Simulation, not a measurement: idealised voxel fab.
process module | voxel capacitor over wiring
cross-section cut | 230 nm wide | cells 5 nm
A cross-section is a grid of square cells, given in bands from the top down. A band is one or more rows of cells.
Each band's line starts with the height of the band's top and of its bottom, in nm. Then come its materials from left to right, each with its width in nm. One material with "throughout" fills the band from edge to edge. "air" is empty space.
Height 0 is the level under which the wafer as received is all one material. The lowest band goes on downwards, as in "0 down".
A width such as "30 to 40" changes by the same amount from each row of cells to the next, from the band's top row to its bottom row.
"no change" after a step means that no cell of the cross-section changed.
closed voids: empty space of 8 cells or more with no open way to the top, each as width x height at its distance from the left edge, in nm
after a step's settings: what the simulator itself notes on the step
overlay nm, on a step with a mask: how far to the right of its planned place the mask lay; to the left if negative
plan
1 op RECEIVE | material Si
2 op CONFORMAL_DEP | material SiO2 | thk nm 10
3 op CONFORMAL_DEP | material SiCN | thk nm 5
4 op DIRECTIONAL_DEP | material lowk | thk nm 20
5 op MASKED_ETCH | tone open | mask id METAL_1 | width nm 30 | pitch nm 90 | etch materials lowk | depth nm 20 | overlay nm 0
6 op MASKED_ETCH | tone open | mask id METAL_1 | width nm 30 | pitch nm 90 | etch materials SiCN | depth nm 5 | overlay nm 0
7 op CONFORMAL_DEP | material TiN | thk nm 5
8 op FILL_DEP | material W | thk nm 10
9 op CMP | height nm 35
10 op EPI | material Ru | thk nm 5
11 op FILL_DEP | material SiCN | thk nm 5
12 op DIRECTIONAL_DEP | material SiO2 | thk nm 15
13 op MASKED_ETCH | tone open | mask id PLUG_1 | width nm 15 | etch materials SiO2 | depth nm 15 | overlay nm 0
14 op MASKED_ETCH | tone open | mask id PLUG_1 | width nm 15 | etch materials SiCN | depth nm 5 | overlay nm 0
15 op EPI | material Ru | thk nm 10
16 op EPI | material Ru | thk nm 10
17 op DIRECTIONAL_DEP | material TiN | thk nm 5
18 op DIRECTIONAL_DEP | material SiN | thk nm 5
19 op DIRECTIONAL_DEP | material TiN | thk nm 5
20 op PATTERN | tone cover | mask id UPPER_PLATE | material resist | width nm 65 | thk nm 15 | overlay nm 0
21 op DIRECTIONAL_ETCH | etch materials TiN | depth nm 5
22 op DIRECTIONAL_ETCH | etch materials SiN | depth nm 5
23 op STRIP | etch materials resist
24 op MASKED_ETCH | tone cover | mask id LOWER_PLATE | width nm 75 | etch materials TiN | depth nm 5 | overlay nm 0
25 op FILL_DEP | material SiO2 | thk nm 20
26 op CMP | height nm 90
27 op PATTERN | tone open | mask id PLUG_2 | material resist | width nm 15 | thk nm 20 | overlay nm 0
28 op DIRECTIONAL_ETCH | etch materials SiO2 | depth nm 15
29 op STRIP | etch materials resist
30 op CONFORMAL_DEP | material TiN | thk nm 5
31 op FILL_DEP | material Ru | thk nm 10
32 op CMP | height nm 90
33 op CONFORMAL_DEP | material SiN | thk nm 5
as received, after step 1
  0 down: Si throughout
  closed voids: none
a wafer at the end: this start, this plan, one mistake
  95 to 90: SiN throughout
  90 to 80: SiO2 80 | TiN 5 | Ru 5 | TiN 5 | SiO2 135
  80 to 70: SiO2 80 to 70 | TiN 15 to 65 | SiO2 135 to 95
  70 to 65: SiO2 70 | SiN 65 | SiO2 95
  65 to 60: SiO2 65 | TiN 75 | SiO2 90
  60 to 45: SiO2 70 | Ru 15 | SiO2 145
  45 to 40: SiCN 70 | Ru 15 | SiCN 145
  40 to 35: SiCN 45 | Ru 50 | SiCN 40 | Ru 50 | SiCN 45
  35 to 20: lowk 50 | TiN 5 | W 30 | TiN 5 | lowk 50 | TiN 5 | W 30 | TiN 5 | lowk 50
  20 to 15: lowk 50 | TiN 10 | W 20 | TiN 10 | lowk 50 | TiN 10 | W 20 | TiN 10 | lowk 50
  15 to 10: SiCN 55 | TiN 30 | SiCN 60 | TiN 30 | SiCN 55
  10 to 0: SiO2 throughout
  0 down: Si throughout
  closed voids: none
what went wrong: step 5 ran as: op MASKED_ETCH | tone open | mask id METAL_1 | width nm 40 | pitch nm 90 | etch materials lowk | depth nm 20 | overlay nm 0
